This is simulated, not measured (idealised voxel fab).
Name of the process module below: voxel gate over fins
The cross-section on display is named cut; it measures 280 nm wide, and its cells are 5 nm squares.
Cross-section = grid of square cells, listed top down in bands; band = one or more rows.
Read a band's entry like this: the first values are the height of its top and the height of its bottom in nm, and what follows is the sequence of materials from left to right, each with its width in nm. Note that "air" is empty space, and that a single material marked "everywhere" reaches across the band from edge to edge.
Beneath 0, the wafer as received is one material, and that level is where height counting begins. The lowest band goes on downward without a bottom; it is written like "top 0, no bottom".
So if you see something like "30 to 40" for the width, read it as the top row of the band sitting at the first number and the bottom row at the second, with every row in between moving by the same amount as the last.
Reading "nothing was modified" for a step: not a cell of the cross-section changed in it.
Listed in "Enclosed cavities": every empty space of 8 or more cells without an open way to the top. Form: width x height at distance, the distance being from the left edge, all in nm.
Post-settings text on a step line: simulator's own remark regarding the step.
Each step line may optionally specify "overlay nm", which for a step with a mask gives the rightward distance between the mask's planned place and where it lay, a negative value indicating the leftward direction.
The following list gives the planned process steps
| 1 | RECEIVE (material Si) |
| 2 | CONFORMAL_DEP (material SiN; thk nm 10) |
| 3 | MASKED_ETCH (tone cover; mask id FINS; width nm 15; pitch nm 45; etch materials SiN; depth nm 10; overlay nm 0) |
| 4 | MASKED_ETCH (tone cover; mask id FINS; width nm 15; pitch nm 45; etch materials Si; depth nm 30; overlay nm 0) |
| 5 | OXIDIZE (depth nm 5) |
| 6 | FILL_DEP (material SiO2; thk nm 5) |
| 7 | CMP (height nm 10) |
| 8 | SELECTIVE_ETCH (etch materials SiO2; depth nm 20) |
| 9 | STRIP (etch materials SiN) |
| 10 | CONFORMAL_DEP (material HfO2; thk nm 5) |
| 11 | CONFORMAL_DEP (material TiN; thk nm 5) |
| 12 | CONFORMAL_DEP (material TiAl; thk nm 5) |
| 13 | CONFORMAL_DEP (material TiN; thk nm 5) |
| 14 | FILL_DEP (material W; thk nm 15) |
| 15 | CMP (height nm 30) |
| 16 | CONFORMAL_DEP (material SiN; thk nm 10) |
Cross-section: wafer on arrival = after step 1
- top 0, no bottom = Si everywhere
- Enclosed cavities: none
End-of-module cross-section of the first of two wafers, processed as planned
- top 40, bottom 30 = SiN everywhere
- top 30, bottom 20 = W everywhere
- top 20, bottom 15 = 95 W, then 90 TiN, then 95 W
- top 15, bottom 10 = 95 W, then 5 TiN, then 35 TiAl, then 10 TiN, then 35 TiAl, then 5 TiN, then 95 W
- top 10, bottom 5 = 100 TiN, then 5 TiAl, then 25 TiN, then 5 TiAl, then 10 TiN, then 5 TiAl, then 25 TiN, then 5 TiAl, then 100 TiN
- top 5, bottom 0 = 105 TiAl, then 5 TiN, then 15 HfO2, then 5 TiN, then 20 TiAl, then 5 TiN, then 15 HfO2, then 5 TiN, then 105 TiAl
- top 0, bottom -5 = 110 TiN, then 5 HfO2, then 5 Si, then 5 HfO2, then 30 TiN, then 5 HfO2, then 5 Si, then 5 HfO2, then 110 TiN
- top -5, bottom -10 = 115 HfO2, then 5 Si, then 40 HfO2, then 5 Si, then 115 HfO2
- top -10, bottom -35 = 115 SiO2, then 5 Si, then 40 SiO2, then 5 Si, then 115 SiO2
- top -35, no bottom = Si everywhere
- Enclosed cavities: none
The second wafer, shown in cross-section after the module: started the same way as the first and given the same plan, yet one mistake crept into how it was run
- top 40, bottom 30 = SiN everywhere
- top 30, bottom 20 = W everywhere
- top 20, bottom 15 = 90 W, then 90 TiN, then 100 W
- top 15, bottom 10 = 90 W, then 5 TiN, then 35 TiAl, then 10 TiN, then 35 TiAl, then 10 TiN, then 95 W
- top 10, bottom 5 = 95 TiN, then 5 TiAl, then 25 TiN, then 10 TiAl, then 5 TiN, then 5 TiAl, then 25 TiN, then 10 TiAl, then 100 TiN
- top 5, bottom 0 = 100 TiAl, then 5 TiN, then 15 HfO2, then 10 TiN, then 15 TiAl, then 5 TiN, then 15 HfO2, then 10 TiN, then 105 TiAl
- top 0, bottom -5 = 105 TiN, then 5 HfO2, then 5 Si, then 10 HfO2, then 25 TiN, then 5 HfO2, then 5 Si, then 10 HfO2, then 110 TiN
- top -5, bottom -10 = 110 HfO2, then 10 Si, then 35 HfO2, then 10 Si, then 115 HfO2
- top -10, bottom -35 = 110 SiO2, then 10 Si, then 35 SiO2, then 10 Si, then 115 SiO2
- top -35, no bottom = Si everywhere
- Enclosed cavities: none
The mistake made against the process plan was this: step 3 was not run as planned; what actually ran was MASKED_ETCH (tone cover; mask id FINS; width nm 15; pitch nm 45; etch materials SiN; depth nm 10; overlay nm -5)
Counted in cells at the end, the second wafer holds more or fewer of these materials than the first: +12 Si | -10 SiO2 | -1 TiN | -1 W
